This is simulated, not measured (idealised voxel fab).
Proc. module: voxel transistor to metal
This is section cut - it's 285 nm across, gridded in 5 nm square cells.
Cross-section format: a grid of square cells, given as bands from top to bottom; each band is one or more rows of cells. Top, bottom (nm), then materials left to right with widths (nm); lone material tagged "edge to edge" fills the whole band edge to edge; "air" = empty space. For the purposes of this specification, 0 denotes the height below which the wafer in its as-received condition is composed wholly of one material, and the lowermost band, lacking a lower limit, extends downward without end, as expressed in "0 down". Read "30->40" as a graded width: first number on top, second number at the bottom, same change between each pair of neighbouring rows. "remained unchanged", as given for a step, is the statement that not any cell of the cross-section underwent a change during that step. Completely sealed voids: empty space of 8 cells or more with no open way to the top, each as width x height at its distance from the left edge, in nm. Formally, on a step line, whatever follows the settings is a remark that the simulator itself makes on the step. When a step includes a mask, the "overlay nm" setting on its line states how far to the right of its planned place that mask lay, and negative values state how far to the left.
**Process steps (planned)**
1. RECEIVE: material Si
2. OXIDIZE: depth nm 5
3. CONFORMAL_DEP: material SiN, thk nm 10
4. MASKED_ETCH: tone cover, mask id ACTIVE, width nm 100, pitch nm 130, etch materials SiN, depth nm 10, overlay nm 0
5. MASKED_ETCH: tone cover, mask id ACTIVE, width nm 100, pitch nm 130, etch materials SiO2, depth nm 5, overlay nm 0
6. MASKED_ETCH: tone cover, mask id ACTIVE, width nm 100, pitch nm 130, etch materials Si, depth nm 30, overlay nm 0
7. FILL_DEP: material SiO2, thk nm 5
8. CMP: height nm 10
9. SELECTIVE_ETCH: etch materials SiO2, depth nm 5
10. STRIP: etch materials SiN
11. SELECTIVE_ETCH: etch materials SiO2, depth nm 5
12. OXIDIZE: depth nm 5
13. DIRECTIONAL_DEP: material polySi, thk nm 25
14. DIRECTIONAL_DEP: material SiCN, thk nm 15
15. DIRECTIONAL_DEP: material aC, thk nm 15
16. PATTERN: tone cover, mask id GATE, material resist, width nm 20, pitch nm 130, thk nm 35, overlay nm 0
17. DIRECTIONAL_ETCH: etch materials aC, depth nm 15
18. STRIP: etch materials resist
19. DIRECTIONAL_ETCH: etch materials SiCN, depth nm 25
20. DIRECTIONAL_ETCH: etch materials polySi, depth nm 35
21. STRIP: etch materials aC
22. CONFORMAL_DEP: material SiO2, thk nm 5
23. DIRECTIONAL_ETCH: etch materials SiO2, depth nm 5
24. CONFORMAL_DEP: material SiN, thk nm 10
25. DIRECTIONAL_ETCH: etch materials SiN, depth nm 10
26. DIRECTIONAL_ETCH: etch materials SiO2, depth nm 5
27. EPI: material pSi, thk nm 5
28. FILL_DEP: material SiO2, thk nm 10
29. CMP: height nm 35
30. DIRECTIONAL_DEP: material SiO2, thk nm 15
31. PATTERN: tone open, mask id CONTACT, material resist, width nm 15, pitch nm 65, thk nm 20, overlay nm 0
32. DIRECTIONAL_ETCH: etch materials SiO2, depth nm 55
33. STRIP: etch materials resist
34. CONFORMAL_DEP: material TiN, thk nm 5
35. FILL_DEP: material Ru, thk nm 5
36. CMP: height nm 50
37. CONFORMAL_DEP: material SiCN, thk nm 5
38. DIRECTIONAL_DEP: material lowk, thk nm 20
39. PATTERN: tone open, mask id METAL_1, material resist, width nm 15, pitch nm 65, thk nm 15, overlay nm 0
40. DIRECTIONAL_ETCH: etch materials lowk, depth nm 20
41. DIRECTIONAL_ETCH: etch materials SiCN, depth nm 5
42. STRIP: etch materials resist
43. CONFORMAL_DEP: material TiN, thk nm 5
44. FILL_DEP: material W, thk nm 10
45. CMP: height nm 75
46. EPI: material Ru, thk nm 5
47. FILL_DEP: material SiCN, thk nm 5
**Cross-section of the wafer as it came to us, i.e., already through step 1**
- 0 down  Si edge to edge
- Completely sealed voids: none
**End-of-module cross-section of the first of two wafers, processed as planned**
- 85 to 80  SiCN edge to edge
- 80 to 75  SiCN=30 | Ru=25 | SiCN=40 | Ru=25 | SiCN=40 | Ru=25 | SiCN=40 | Ru=25 | SiCN=35
- 75 to 55  lowk=35 | TiN=5 | W=5 | TiN=5 | lowk=50 | TiN=5 | W=5 | TiN=5 | lowk=50 | TiN=5 | W=5 | TiN=5 | lowk=50 | TiN=5 | W=5 | TiN=5 | lowk=40
- 55 to 50  SiCN=35 | TiN=15 | SiCN=50 | TiN=15 | SiCN=50 | TiN=15 | SiCN=50 | TiN=15 | SiCN=40
- 50 to 35  SiO2=35 | TiN=5 | Ru=5 | TiN=5 | SiO2=50 | TiN=5 | Ru=5 | TiN=5 | SiO2=50 | TiN=5 | Ru=5 | TiN=5 | SiO2=50 | TiN=5 | Ru=5 | TiN=5 | SiO2=40
- 35 to 20  SiO2=35 | TiN=5 | Ru=5 | TiN=5 | SiN=10 | SiO2=5 | SiCN=20 | SiO2=5 | SiN=10 | TiN=5 | Ru=5 | TiN=5 | SiO2=50 | TiN=5 | Ru=5 | TiN=5 | SiN=10 | SiO2=5 | SiCN=20 | SiO2=5 | SiN=10 | TiN=5 | Ru=5 | TiN=5 | SiO2=40
- 20 to 0  SiO2=35 | TiN=5 | Ru=5 | TiN=5 | SiN=10 | SiO2=5 | polySi=20 | SiO2=5 | SiN=10 | TiN=5 | Ru=5 | TiN=5 | SiO2=50 | TiN=5 | Ru=5 | TiN=5 | SiN=10 | SiO2=5 | polySi=20 | SiO2=5 | SiN=10 | TiN=5 | Ru=5 | TiN=5 | SiO2=40
- 0 to -5  SiO2=25 | SiN=10 | TiN=15 | SiN=10 | SiO2=5 | polySi=20 | SiO2=5 | SiN=10 | TiN=15 | SiN=10 | SiO2=30 | SiN=10 | TiN=15 | SiN=10 | SiO2=5 | polySi=20 | SiO2=5 | SiN=10 | TiN=15 | SiN=10 | SiO2=30
- -5 to -10  SiO2=35 | pSi=15 | SiO2=50 | pSi=15 | SiO2=50 | pSi=15 | SiO2=50 | pSi=15 | SiO2=40
- -10 to -35  SiO2=25 | Si=100 | SiO2=30 | Si=100 | SiO2=30
- -35 down  Si edge to edge
- Completely sealed voids: none
**Same start, same plan as the first wafer - but one mistake in the run. Cross-section of the second of the two at the end of the module**
- 85 to 80  SiCN edge to edge
- 80 to 75  SiCN=30 | Ru=25 | SiCN=40 | Ru=25 | SiCN=40 | Ru=25 | SiCN=40 | Ru=25 | SiCN=35
- 75 to 70  SiCN=35 | TiN=15 | SiCN=50 | TiN=15 | SiCN=50 | TiN=15 | SiCN=50 | TiN=15 | SiCN=40
- 70 to 50  lowk edge to edge
- 50 to 35  SiO2=35 | TiN=5 | Ru=5 | TiN=5 | SiO2=50 | TiN=5 | Ru=5 | TiN=5 | SiO2=50 | TiN=5 | Ru=5 | TiN=5 | SiO2=50 | TiN=5 | Ru=5 | TiN=5 | SiO2=40
- 35 to 20  SiO2=35 | TiN=5 | Ru=5 | TiN=5 | SiN=10 | SiO2=5 | SiCN=20 | SiO2=5 | SiN=10 | TiN=5 | Ru=5 | TiN=5 | SiO2=50 | TiN=5 | Ru=5 | TiN=5 | SiN=10 | SiO2=5 | SiCN=20 | SiO2=5 | SiN=10 | TiN=5 | Ru=5 | TiN=5 | SiO2=40
- 20 to 0  SiO2=35 | TiN=5 | Ru=5 | TiN=5 | SiN=10 | SiO2=5 | polySi=20 | SiO2=5 | SiN=10 | TiN=5 | Ru=5 | TiN=5 | SiO2=50 | TiN=5 | Ru=5 | TiN=5 | SiN=10 | SiO2=5 | polySi=20 | SiO2=5 | SiN=10 | TiN=5 | Ru=5 | TiN=5 | SiO2=40
- 0 to -5  SiO2=25 | SiN=10 | TiN=15 | SiN=10 | SiO2=5 | polySi=20 | SiO2=5 | SiN=10 | TiN=15 | SiN=10 | SiO2=30 | SiN=10 | TiN=15 | SiN=10 | SiO2=5 | polySi=20 | SiO2=5 | SiN=10 | TiN=15 | SiN=10 | SiO2=30
- -5 to -10  SiO2=35 | pSi=15 | SiO2=50 | pSi=15 | SiO2=50 | pSi=15 | SiO2=50 | pSi=15 | SiO2=40
- -10 to -35  SiO2=25 | Si=100 | SiO2=30 | Si=100 | SiO2=30
- -35 down  Si edge to edge
- Completely sealed voids: none
Processing error: plan vs actual: 37 and 38 interchanged
Final cells, second wafer relative to first, materials higher or lower: TiN -32, W -16, lowk +48
